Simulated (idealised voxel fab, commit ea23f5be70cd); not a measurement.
The document below concerns the process module designated voxel released beams.
cross-section cut | 145 nm wide | cells 5 nm
Cross-section spec: square-cell grid; bands listed top down; each band is one or more rows.
Within each band entry, the heights of the top and of the bottom of the band appear first, in that order and in nm; the materials of the band then follow from left to right, each with its corresponding width in nm. The designation "throughout" on a single material indicates that it fills the band from edge to edge; the designation "empty" indicates empty space.
Below 0: as-received wafer, all one material; heights counted from there. Lowest band: no bottom, goes on down, written "0 nm and below".
Read "30..40" as a graded width: first number on top, second number at the bottom, same change between each pair of neighbouring rows.
"remained unchanged" -> step changed no cross-section cell.
Voids not open to the top, 8 cells minimum: see "Cavities, sealed". Written width x height at distance; distance is from the left edge; nm.
Read whatever lies past the settings on a step's line as the simulator's own remark about the step.
You can add "overlay nm" to a step's line. For a step with a mask, it describes how far the mask lay to the right of its planned position, and a negative number describes a lay to the left.
Below is the list of planned process steps:
- 1: RECEIVE (material Si)
- 2: CONFORMAL_DEP (material SiN; thk nm 10)
- 3: DIRECTIONAL_DEP (material SiO2; thk nm 10)
- 4: DIRECTIONAL_DEP (material aC; thk nm 10)
- 5: PATTERN (tone open; mask id ANCHOR; material resist; width nm 30; thk nm 30; overlay nm 0)
- 6: DIRECTIONAL_ETCH (etch materials aC; depth nm 10)
- 7: STRIP (etch materials resist)
- 8: DIRECTIONAL_ETCH (etch materials SiO2; depth nm 10)
- 9: STRIP (etch materials aC)
- 10: CONFORMAL_DEP (material TiN; thk nm 10)
- 11: DIRECTIONAL_DEP (material aC; thk nm 15)
- 12: PATTERN (tone cover; mask id BEAM; material resist; width nm 90; thk nm 35; overlay nm 0)
- 13: DIRECTIONAL_ETCH (etch materials aC; depth nm 15)
- 14: STRIP (etch materials resist)
- 15: DIRECTIONAL_ETCH (etch materials TiN; depth nm 10)
- 16: STRIP (etch materials aC)
- 17: STRIP (etch materials SiO2)
Cross-section, incoming material, after step 1:
> 0 nm and below: Si throughout
> Cavities, sealed: none
Post-module cross-section of the first of two wafers (run per plan):
> 30 nm to 20 nm: empty 25 / TiN 15 / empty 10 / TiN 65 / empty 30
> 20 nm to 10 nm: empty 30 / TiN 30 / empty 85
> 10 nm to 0 nm: SiN throughout
> 0 nm and below: Si throughout
> Cavities, sealed: none
The second wafer, shown in cross-section after the module: started the same way as the first and given the same plan, yet one mistake crept into how it was run:
> 30 nm to 20 nm: empty 25 / TiN 45 / empty 75
> 20 nm to 10 nm: empty 20 / TiN 10 / SiO2 30 / TiN 55 / empty 30
> 10 nm to 0 nm: SiN throughout
> 0 nm and below: Si throughout
> Cavities, sealed: none
Against the plan, the run slipped here: off-plan run, step 5, actual operation and settings PATTERN (tone cover; mask id ANCHOR; material resist; width nm 30; thk nm 30; overlay nm 0)
Final tally in cells, some materials are higher or lower on the second wafer than on the first: 12 more of SiO2
